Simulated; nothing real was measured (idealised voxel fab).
The following process module bears the name voxel gate over fins.
This is section cut - it's 165 nm across, gridded in 5 nm square cells.
Just so we're on the same page, the cross-sections are grids of square cells, and they're listed out in bands top to bottom, each band one or more rows deep.
What a band's entry tells you: where the top is and where the bottom is, as heights in nm, and after that what lies inside, material by material from left to right, each with its width in nm. Empty space is written as the word "empty", and a single material marked with the word "edge to edge" occupies the band from edge to edge.
Beneath 0, the wafer as received is one material, and that level is where height counting begins. The lowest band goes on downward without a bottom; it is written like "0 -> down".
The two numbers in a width such as "30->40" mark its ends across the band: the first belongs to the top row of cells, the second to the bottom row, and from each row to the next the width moves by the same amount.
Key: "remained the same" - step with no changed cell in the cross-section.
The entry "Closed internal cavities" lists the empty spaces that cover at least 8 cells and have no open path to the top. Each is written as width x height at distance, where the distance is measured from the left edge and all three values are in nm.
Whatever follows a step's settings on its line is a remark the simulator itself makes about that step.
A step line may carry the setting "overlay nm", which, for steps involving a mask, states the distance by which the mask lay to the right of its intended position; negative values denote displacement to the left.
Set out below are the planned steps of the process:
1,RECEIVE: material Si
2,CONFORMAL_DEP: material SiN, thk nm 10
3,MASKED_ETCH: tone cover, mask id FINS, width nm 15, pitch nm 35, etch materials SiN, depth nm 10, overlay nm -15
4,MASKED_ETCH: tone cover, mask id FINS, width nm 15, pitch nm 35, etch materials Si, depth nm 30, overlay nm 0
5,OXIDIZE: depth nm 5
6,FILL_DEP: material SiO2, thk nm 5
7,CMP: height nm 10
8,SELECTIVE_ETCH: etch materials SiO2, depth nm 20
9,STRIP: etch materials SiN
10,CONFORMAL_DEP: material HfO2, thk nm 5
11,CONFORMAL_DEP: material TiN, thk nm 5
12,FILL_DEP: material W, thk nm 10
13,CMP: height nm 15
14,CONFORMAL_DEP: material SiN, thk nm 10
Where the wafers of this document differ is in the overlay nm of step 3; they start out the same, and the plan states the value that applied to the first wafer.
Received wafers, first of several: cross-section after step 1:
- 0 -> down | Si edge to edge
- Closed internal cavities: none
Shown in cross-section: the first of several wafers at the end of the module, after its last step, step 14:
- 25 -> 15 | SiN edge to edge
- 15 -> 10 | W edge to edge
- 10 -> 5 | 20 nm W; 25 nm TiN; 10 nm W; 25 nm TiN; 10 nm W; 25 nm TiN; 50 nm W
- 5 -> 0 | 20 nm W; 5 nm TiN; 15 nm HfO2; 20 nm TiN; 15 nm HfO2; 20 nm TiN; 15 nm HfO2; 20 nm TiN; 35 nm W
- 0 -> -5 | 25 nm TiN; 5 nm HfO2; 5 nm Si; 20 nm HfO2; 5 nm TiN; 5 nm HfO2; 5 nm Si; 20 nm HfO2; 5 nm TiN; 5 nm HfO2; 5 nm Si; 20 nm HfO2; 40 nm TiN
- -5 -> -10 | 30 nm HfO2; 20 nm Si; 15 nm HfO2; 20 nm Si; 15 nm HfO2; 20 nm Si; 45 nm HfO2
- -10 -> -35 | 30 nm SiO2; 20 nm Si; 15 nm SiO2; 20 nm Si; 15 nm SiO2; 20 nm Si; 45 nm SiO2
- -35 -> down | Si edge to edge
- Closed internal cavities: none
Cross-section of the last wafer at end of module:
- 25 -> 15 | SiN edge to edge
- 15 -> 10 | W edge to edge
- 10 -> 5 | 50 nm W; 25 nm TiN; 10 nm W; 25 nm TiN; 10 nm W; 25 nm TiN; 20 nm W
- 5 -> 0 | 35 nm W; 20 nm TiN; 15 nm HfO2; 20 nm TiN; 15 nm HfO2; 20 nm TiN; 15 nm HfO2; 5 nm TiN; 20 nm W
- 0 -> -5 | 40 nm TiN; 20 nm HfO2; 5 nm Si; 5 nm HfO2; 5 nm TiN; 20 nm HfO2; 5 nm Si; 5 nm HfO2; 5 nm TiN; 20 nm HfO2; 5 nm Si; 5 nm HfO2; 25 nm TiN
- -5 -> -10 | 45 nm HfO2; 20 nm Si; 15 nm HfO2; 20 nm Si; 15 nm HfO2; 20 nm Si; 30 nm HfO2
- -10 -> -35 | 45 nm SiO2; 20 nm Si; 15 nm SiO2; 20 nm Si; 15 nm SiO2; 20 nm Si; 30 nm SiO2
- -35 -> down | Si edge to edge
- Closed internal cavities: none
Tabulated below, wafer by wafer, are the end-of-module results: for each material, the number of cells gained (+) or lost (-) relative to the as-received state, followed by the closed voids:
overlay nm -15 | +45 HfO2 | -156 Si | +66 SiN | +105 SiO2 | +43 TiN | +62 W | Closed internal cavities: none
overlay nm -10 | +45 HfO2 | -174 Si | +66 SiN | +120 SiO2 | +45 TiN | +63 W | Closed internal cavities: none
overlay nm -5 | +45 HfO2 | -192 Si | +66 SiN | +135 SiO2 | +45 TiN | +66 W | Closed internal cavities: none
overlay nm 0 | +45 HfO2 | -210 Si | +66 SiN | +150 SiO2 | +45 TiN | +69 W | Closed internal cavities: none
overlay nm 5 | +45 HfO2 | -192 Si | +66 SiN | +135 SiO2 | +45 TiN | +66 W | Closed internal cavities: none
overlay nm 10 | +45 HfO2 | -174 Si | +66 SiN | +120 SiO2 | +45 TiN | +63 W | Closed internal cavities: none
overlay nm 15 | +45 HfO2 | -156 Si | +66 SiN | +105 SiO2 | +43 TiN | +62 W | Closed internal cavities: none
